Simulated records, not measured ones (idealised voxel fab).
Presented below is a process module, voxel capacitor over wiring.
Cross-sectional view cut (width: 230 nm; square cell size: 5 nm).
Think of the cross-section as a grid of square cells. We describe it in bands, top to bottom, and each band covers one or more rows of those cells. The entry gives the band's vertical extent as a top height and a bottom height in nm, then its horizontal make-up as materials from left to right, each with a width in nm. "blank" stands for empty space; a single material marked "throughout" fills the band edge to edge. Heights are reckoned from 0. Under this level, the received wafer is all of one material. The bottommost band is open-ended downward, for example "z 0 and below". The two numbers in a width such as "30->40" mark its ends across the band: the first belongs to the top row of cells, the second to the bottom row, and from each row to the next the width moves by the same amount. The designation "stayed the same", where it is given for a processing step, indicates that no cell of the cross-section was altered in the course of that step. Empty spaces without an open route to the top, at least 8 cells in extent, make up the entry "Fully sealed voids"; each is given as width x height at distance, where the distance is measured from the left edge, and all are in nm. It should be noted that, on the line of a given step, the content following the step's settings is a remark produced by the simulator itself with respect to that step. overlay nm: for a step with a mask, the amount by which the mask lay right of where it was planned; a negative amount means left of it.

# These are the steps we planned for the process
| 1 | op RECEIVE | material Si |
| 2 | op CONFORMAL_DEP | material SiO2 | thk nm 5 |
| 3 | op CONFORMAL_DEP | material SiCN | thk nm 5 |
| 4 | op DIRECTIONAL_DEP | material SiO2 | thk nm 20 |
| 5 | op DIRECTIONAL_DEP | material aC | thk nm 10 |
| 6 | op PATTERN | tone open | mask id METAL_1 | material resist | width nm 25 | pitch nm 95 | thk nm 25 | overlay nm 0 |
| 7 | op DIRECTIONAL_ETCH | etch materials aC | depth nm 10 |
| 8 | op STRIP | etch materials resist |
| 9 | op DIRECTIONAL_ETCH | etch materials SiO2 | depth nm 20 |
| 10 | op DIRECTIONAL_ETCH | etch materials SiCN | depth nm 5 |
| 11 | op STRIP | etch materials aC |
| 12 | op CONFORMAL_DEP | material TiN | thk nm 5 |
| 13 | op FILL_DEP | material Cu | thk nm 10 |
| 14 | op CMP | height nm 35 |
| 15 | op CONFORMAL_DEP | material SiCN | thk nm 5 |
| 16 | op DIRECTIONAL_DEP | material SiO2 | thk nm 10 |
| 17 | op PATTERN | tone open | mask id PLUG_1 | material resist | width nm 15 | thk nm 15 | overlay nm 0 |
| 18 | op DIRECTIONAL_ETCH | etch materials SiO2 | depth nm 10 |
| 19 | op DIRECTIONAL_ETCH | etch materials SiCN | depth nm 5 |
| 20 | op STRIP | etch materials resist |
| 21 | op CONFORMAL_DEP | material TiN | thk nm 5 |
| 22 | op FILL_DEP | material Cu | thk nm 10 |
| 23 | op CMP | height nm 50 |
| 24 | op DIRECTIONAL_DEP | material TiN | thk nm 5 |
| 25 | op DIRECTIONAL_DEP | material SiN | thk nm 5 |
| 26 | op DIRECTIONAL_DEP | material TiN | thk nm 5 |
| 27 | op MASKED_ETCH | tone cover | mask id UPPER_PLATE | width nm 75 | etch materials TiN | depth nm 5 | overlay nm 0 |
| 28 | op MASKED_ETCH | tone cover | mask id UPPER_PLATE | width nm 75 | etch materials SiN | depth nm 5 | overlay nm 0 |
| 29 | op DIRECTIONAL_DEP | material aC | thk nm 10 |
| 30 | op PATTERN | tone cover | mask id LOWER_PLATE | material resist | width nm 85 | thk nm 25 | overlay nm 0 |
| 31 | op DIRECTIONAL_ETCH | etch materials aC | depth nm 10 |
| 32 | op STRIP | etch materials resist |
| 33 | op DIRECTIONAL_ETCH | etch materials TiN | depth nm 5 |
| 34 | op STRIP | etch materials aC |
| 35 | op FILL_DEP | material SiO2 | thk nm 15 |
| 36 | op CMP | height nm 75 |
| 37 | op DIRECTIONAL_DEP | material aC | thk nm 15 |
| 38 | op PATTERN | tone open | mask id PLUG_2 | material resist | width nm 15 | thk nm 30 | overlay nm 0 |
| 39 | op DIRECTIONAL_ETCH | etch materials aC | depth nm 15 |
| 40 | op STRIP | etch materials resist |
| 41 | op DIRECTIONAL_ETCH | etch materials SiO2 | depth nm 10 |
| 42 | op STRIP | etch materials aC |
| 43 | op CONFORMAL_DEP | material TiN | thk nm 5 |
| 44 | op FILL_DEP | material W | thk nm 10 |
| 45 | op CMP | height nm 75 |
| 46 | op CONFORMAL_DEP | material SiN | thk nm 5 |
It is noted that the wafers described herein are identical at the outset and are distinguished by the thk nm of step 2; the value stated in the plan corresponds to the first wafer.

# Sectional view: first of several wafers, as received, after step 1
  z 0 and below  Si throughout
  Fully sealed voids: none

# wafer rows; end of module; cells per material since receipt: (+) gained, (-) lost; then closed voids
thk nm 5 | +32 Cu | +79 SiCN | +61 SiN | +453 SiO2 | +110 TiN | +1 W | Fully sealed voids: none
thk nm 10 | +26 Cu | +79 SiCN | +61 SiN | +499 SiO2 | +70 TiN | +1 W | Fully sealed voids: none
thk nm 15 | +20 Cu | +79 SiCN | +61 SiN | +509 SiO2 | +66 TiN | +1 W | Fully sealed voids: none
thk nm 20 | +14 Cu | +79 SiCN | +61 SiN | +519 SiO2 | +62 TiN | +1 W | Fully sealed voids: none
thk nm 25 | +8 Cu | +79 SiCN | +61 SiN | +529 SiO2 | +58 TiN | +1 W | Fully sealed voids: none
